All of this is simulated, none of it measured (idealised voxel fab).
process module | voxel transistor to metal
cross-section cut | 185 nm wide | cells 5 nm
A cross-section is a grid of square cells, given in bands from the top down. A band is one or more rows of cells.
Each band's line starts with the height of the band's top and of its bottom, in nm. Then come its materials from left to right, each with its width in nm. One material with "throughout" fills the band from edge to edge. "air" is empty space.
Height 0 is the level under which the wafer as received is all one material. The lowest band goes on downwards, as in "0 down".
A width such as "30 to 40" changes by the same amount from each row of cells to the next, from the band's top row to its bottom row.
"no change" after a step means that no cell of the cross-section changed.
closed voids: empty space of 8 cells or more with no open way to the top, each as width x height at its distance from the left edge, in nm
after a step's settings: what the simulator itself notes on the step
overlay nm, on a step with a mask: how far to the right of its planned place the mask lay; to the left if negative
plan
1 op RECEIVE | material Si
2 op CONFORMAL_DEP | material SiO2 | thk nm 5
3 op CONFORMAL_DEP | material SiN | thk nm 10
4 op PATTERN | tone cover | mask id ACTIVE | material resist | width nm 95 | thk nm 20 | overlay nm 0
5 op DIRECTIONAL_ETCH | etch materials SiN | depth nm 10
6 op DIRECTIONAL_ETCH | etch materials SiO2 | depth nm 5
7 op DIRECTIONAL_ETCH | etch materials Si | depth nm 35
8 op STRIP | etch materials resist
9 op FILL_DEP | material SiO2 | thk nm 5
10 op CMP | height nm 15
11 op SELECTIVE_ETCH | etch materials SiO2 | depth nm 10
12 op STRIP | etch materials SiN
13 op SELECTIVE_ETCH | etch materials SiO2 | depth nm 5
14 op OXIDIZE | depth nm 5
15 op DIRECTIONAL_DEP | material polySi | thk nm 25
16 op DIRECTIONAL_DEP | material SiCN | thk nm 10
17 op DIRECTIONAL_DEP | material aC | thk nm 10
18 op PATTERN | tone cover | mask id GATE | material resist | width nm 15 | thk nm 30 | overlay nm 0
19 op DIRECTIONAL_ETCH | etch materials aC | depth nm 10
20 op STRIP | etch materials resist
21 op DIRECTIONAL_ETCH | etch materials SiCN | depth nm 20
22 op DIRECTIONAL_ETCH | etch materials polySi | depth nm 35
23 op STRIP | etch materials aC
24 op CONFORMAL_DEP | material SiN | thk nm 5
25 op DIRECTIONAL_ETCH | etch materials SiN | depth nm 5
26 op DIRECTIONAL_ETCH | etch materials SiO2 | depth nm 5
27 op DIRECTIONAL_ETCH | etch materials Si | depth nm 10
28 op EPI | material pSi | thk nm 10
29 op FILL_DEP | material SiO2 | thk nm 10
30 op CMP | height nm 25
31 op STRIP | etch materials polySi
32 op SELECTIVE_ETCH | etch materials SiO2 | depth nm 5
33 op CONFORMAL_DEP | material HfO2 | thk nm 5
34 op CONFORMAL_DEP | material TiN | thk nm 5
35 op FILL_DEP | material W | thk nm 5
36 op CMP | height nm 20
37 op DIRECTIONAL_DEP | material SiO2 | thk nm 10
38 op PATTERN | tone open | mask id CONTACT | material resist | width nm 15 | pitch nm 70 | thk nm 15 | overlay nm 0
39 op DIRECTIONAL_ETCH | etch materials SiO2 | depth nm 35
40 op STRIP | etch materials resist
41 op CONFORMAL_DEP | material TiN | thk nm 5
42 op FILL_DEP | material Ru | thk nm 5
43 op CMP | height nm 30
44 op CONFORMAL_DEP | material SiN | thk nm 5
45 op DIRECTIONAL_DEP | material SiO2 | thk nm 15
46 op PATTERN | tone open | mask id METAL_1 | material resist | width nm 15 | pitch nm 70 | thk nm 20 | overlay nm 0
47 op DIRECTIONAL_ETCH | etch materials SiO2 | depth nm 15
48 op DIRECTIONAL_ETCH | etch materials SiN | depth nm 5
49 op STRIP | etch materials resist
50 op CONFORMAL_DEP | material TiN | thk nm 5
51 op FILL_DEP | material Cu | thk nm 5
52 op CMP | height nm 50
53 op EPI | material Ru | thk nm 5
54 op FILL_DEP | material SiCN | thk nm 5
55 op DIRECTIONAL_DEP | material lowk | thk nm 30
56 op MASKED_ETCH | tone open | mask id METAL_2 | width nm 15 | pitch nm 70 | etch materials lowk | depth nm 20 | overlay nm 0
57 op MASKED_ETCH | tone open | mask id METAL_2_HOLES | width nm 15 | pitch nm 70 | etch materials lowk | depth nm 10 | overlay nm 0
58 op MASKED_ETCH | tone open | mask id METAL_2_HOLES | width nm 15 | pitch nm 70 | etch materials SiCN | depth nm 5 | overlay nm 0
59 op CONFORMAL_DEP | material TiN | thk nm 5
60 op FILL_DEP | material Cu | thk nm 5
61 op CMP | height nm 90
62 op CONFORMAL_DEP | material SiN | thk nm 5
varied across the wafers: width nm of step 18. The plan shows the first wafer's value. All wafers start alike
first wafer as received, after step 1
  0 down: Si throughout
  closed voids: none
each wafer at the end: cells of each material gained (+) or lost (-) since it was received, then its closed voids
width nm 15 | +18 Cu | +13 HfO2 | +22 Ru | -173 Si | +58 SiCN | +76 SiN | +385 SiO2 | +82 TiN | +186 lowk | +36 pSi | closed voids: none
width nm 20 | +18 Cu | +14 HfO2 | +22 Ru | -171 Si | +58 SiCN | +76 SiN | +380 SiO2 | +86 TiN | +186 lowk | +34 pSi | closed voids: none
width nm 25 | +18 Cu | +15 HfO2 | +22 Ru | -169 Si | +58 SiCN | +76 SiN | +375 SiO2 | +87 TiN | +3 W | +186 lowk | +32 pSi | closed voids: none
width nm 30 | +18 Cu | +16 HfO2 | +20 Ru | -167 Si | +58 SiCN | +76 SiN | +372 SiO2 | +88 TiN | +6 W | +186 lowk | +30 pSi | closed voids: none
width nm 35 | +18 Cu | +17 HfO2 | +18 Ru | -165 Si | +58 SiCN | +76 SiN | +369 SiO2 | +89 TiN | +9 W | +186 lowk | +28 pSi | closed voids: none
width nm 40 | +18 Cu | +18 HfO2 | +18 Ru | -163 Si | +58 SiCN | +76 SiN | +366 SiO2 | +88 TiN | +12 W | +186 lowk | +26 pSi | closed voids: none
